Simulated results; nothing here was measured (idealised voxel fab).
Name of the process module below: voxel released beams
Pictured: cross-section cut, 205 nm wide, on a grid of 5 nm square cells.
Reading order for cross-sections: top band down to bottom band. Underlying form: a grid of square cells. Band size: one or more rows of cells. It is stipulated that each band's entry specify, in nanometres, the height of the top of the band and then that of its bottom, followed by the materials of the band in left-to-right sequence, each together with its width in nanometres. A single material marked by the word "all across" is understood to fill the band from edge to edge; the word "empty" is understood to denote empty space. Basically, 0 is our baseline, since under it the wafer straight out of the box is all one material. The bottom band has no lower end and keeps on going down, so it looks like "top 0, no bottom". A width given as "30 to 40" starts at the first number in the band's top row and ends at the second number in its bottom row, shifting by an equal amount at every step from row to row. Basically "identical to before" means that step didn't change any cell in the cross-section. Heads up: "Unvented internal voids" only lists the empty pockets with no open path to the top that are 8 cells or more, and it writes them as width x height at distance, distance from the left edge, in nm. Whatever follows a step's settings on its line is a remark the simulator itself makes about that step. Regarding "overlay nm": on a step with a mask, it is the distance the mask lay to the right of its planned place; a negative value places it to the left.

# List of planned process steps
| 1 | RECEIVE [material Si] |
| 2 | CONFORMAL_DEP [material SiN] [thk nm 5] |
| 3 | DIRECTIONAL_DEP [material SiO2] [thk nm 20] |
| 4 | MASKED_ETCH [tone open] [mask id ANCHOR] [width nm 25] [etch materials SiO2] [depth nm 20] [overlay nm 0] |
| 5 | CONFORMAL_DEP [material polySi] [thk nm 10] |
| 6 | PATTERN [tone cover] [mask id BEAM] [material resist] [width nm 80] [thk nm 20] [overlay nm 0] |
| 7 | DIRECTIONAL_ETCH [etch materials polySi] [depth nm 10] |
| 8 | STRIP [etch materials resist] |
| 9 | STRIP [etch materials SiO2] |

# as received, after step 1
- top 0, no bottom: Si all across
- Unvented internal voids: none

# Final cross-section, module run with one mistake (start and plan as above)
- top 30, bottom 20: empty 60 nm, polySi 15 nm, empty 5 nm, polySi 60 nm, empty 65 nm
- top 20, bottom 15: empty 65 nm, polySi 10 nm, empty 5 nm, polySi 10 nm, empty 115 nm
- top 15, bottom 5: empty 65 nm, polySi 25 nm, empty 115 nm
- top 5, bottom 0: SiN all across
- top 0, no bottom: Si all across
- Unvented internal voids: none
What broke from the plan during processing? step 3 changed vs plan, executed as DIRECTIONAL_DEP [material SiO2] [thk nm 15]
